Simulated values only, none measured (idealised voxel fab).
Process module under the name voxel released beams
In the cross-section labelled cut, the width is 275 nm and each square cell is 5 nm.
In what follows, cross-sections appear as grids of square cells, described through bands that run from the top down, where every band is one or more rows of cells. Read a band's entry like this: the first values are the height of its top and the height of its bottom in nm, and what follows is the sequence of materials from left to right, each with its width in nm. Note that "empty" is empty space, and that a single material marked "edge to edge" reaches across the band from edge to edge. Height reference: 0 = level under which incoming wafer is all one material. Lowest band: no bottom, runs on downward, e.g. "0 and below". Per-row width for "30..40": begins at first number (top row of band), ends at second number (bottom row), increment between rows held constant. It should be understood that the words "stayed the same", when stated for a given step, signify that the cross-section underwent no change in any of its cells during that step. Empty spaces without an open route to the top, at least 8 cells in extent, make up the entry "Closed internal cavities"; each is given as width x height at distance, where the distance is measured from the left edge, and all are in nm. If you see something after the settings on a step's line, that's the simulator's own remark about that step. overlay nm: mask offset rightward from planned place, masked step; negative means leftward offset.

[Listed below are the process steps as planned]
1. RECEIVE: material Si
2. CONFORMAL_DEP: material SiN, thk nm 5
3. DIRECTIONAL_DEP: material SiO2, thk nm 20
4. MASKED_ETCH: tone open, mask id ANCHOR, width nm 35, etch materials SiO2, depth nm 20, overlay nm 0
5. CONFORMAL_DEP: material TiN, thk nm 10
6. MASKED_ETCH: tone cover, mask id BEAM, width nm 85, etch materials TiN, depth nm 10, overlay nm -15
7. STRIP: etch materials SiO2
The value of overlay nm given for step 6 in the plan refers to the first wafer; the wafers vary in this setting and are alike at the start.

[First of several wafers (as received, post step 1), cross-sectional view]
    0 and below | Si edge to edge
    Closed internal cavities: none

[Cross-sectional representation of the first of several wafers at the end of the module, i.e. after its terminal step, step 7]
    35 down to 25 | empty 75; TiN 30; empty 15; TiN 40; empty 115
    25 down to 15 | empty 95; TiN 10; empty 15; TiN 10; empty 145
    15 down to 5 | empty 95; TiN 35; empty 145
    5 down to 0 | SiN edge to edge
    0 and below | Si edge to edge
    Closed internal cavities: none

[Final wafer cross-section at module end]
    35 down to 25 | empty 120; TiN 70; empty 85
    25 down to 15 | empty 95; TiN 10; empty 15; TiN 10; empty 145
    15 down to 5 | empty 95; TiN 35; empty 145
    5 down to 0 | SiN edge to edge
    0 and below | Si edge to edge
    Closed internal cavities: none

[Per wafer, end of module: cells gained (+) or lost (-) per material since receipt, then closed voids]
overlay nm -15 | +55 SiN | +50 TiN | Closed internal cavities: none
overlay nm -10 | +55 SiN | +50 TiN | Closed internal cavities: none
overlay nm -5 | +55 SiN | +50 TiN | Closed internal cavities: none
overlay nm 0 | +55 SiN | +50 TiN | Closed internal cavities: none
overlay nm 5 | +55 SiN | +50 TiN | Closed internal cavities: none
overlay nm 10 | +55 SiN | +50 TiN | Closed internal cavities: none
overlay nm 15 | +55 SiN | +50 TiN | Closed internal cavities: none
